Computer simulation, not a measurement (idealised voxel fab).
A process module follows: voxel spacer lines.
cross-section cut | 165 nm wide | cells 5 nm
The cross-sections in this document take the form of a grid made of square cells. They are written out as bands, in order from top to bottom. Each band consists of one or more rows of cells. Basically the band line says how high the top is and how high the bottom is, in nm, and then what's in it from left to right, every material with its width in nm. Empty space shows up as "air", and if a single material carries "throughout" it runs the full band edge to edge. The reference from which all heights are counted is 0, the level beneath which the as-received wafer is entirely one material; the lowest band, having no lower bound, proceeds downward and is written after the example "0..down". Width: "30 to 40" (first number = top row, second number = bottom row, same change from row to row of cells). Where a step carries "no alteration", the cross-section came out of it unchanged, cell for cell. The list in "Enclosed voids" covers empty spaces of 8 cells or more that cannot reach the top through any open way, and it gives each as width x height at distance; the distance is from the left edge, and width, height and distance are in nm. Past the settings on a step's line: simulator remark, on that step. The "overlay nm" setting may appear on a step's line; for a step that uses a mask, it gives how far to the right of its planned position the mask lay, and a negative value indicates the left.
### The planned process steps are enumerated hereunder
1,RECEIVE (material Si)
2,CONFORMAL_DEP (material Al2O3; thk nm 5)
3,DIRECTIONAL_DEP (material polySi; thk nm 20)
4,DIRECTIONAL_DEP (material aC; thk nm 25)
5,PATTERN (tone cover; mask id MANDREL; material resist; width nm 20; pitch nm 70; thk nm 35; overlay nm 0)
6,DIRECTIONAL_ETCH (etch materials aC; depth nm 25)
7,STRIP (etch materials resist)
8,CONFORMAL_DEP (material SiO2; thk nm 15)
9,DIRECTIONAL_ETCH (etch materials SiO2; depth nm 15)
10,STRIP (etch materials aC)
11,DIRECTIONAL_ETCH (etch materials polySi; depth nm 20)
12,STRIP (etch materials SiO2)
### Incoming wafer in cross-section (state: after step 1)
0..down = Si throughout
Enclosed voids: none
### End-of-module cross-section. Starting structure and process plan as above; one mistake made in running it
15..5 = air (20) | polySi (15) | air (20) | polySi (15) | air (20) | polySi (15) | air (20) | polySi (15) | air (25)
5..0 = Al2O3 throughout
0..down = Si throughout
Enclosed voids: none
Deviation from plan: step 3 deviated from plan and actually ran as DIRECTIONAL_DEP (material polySi; thk nm 10)
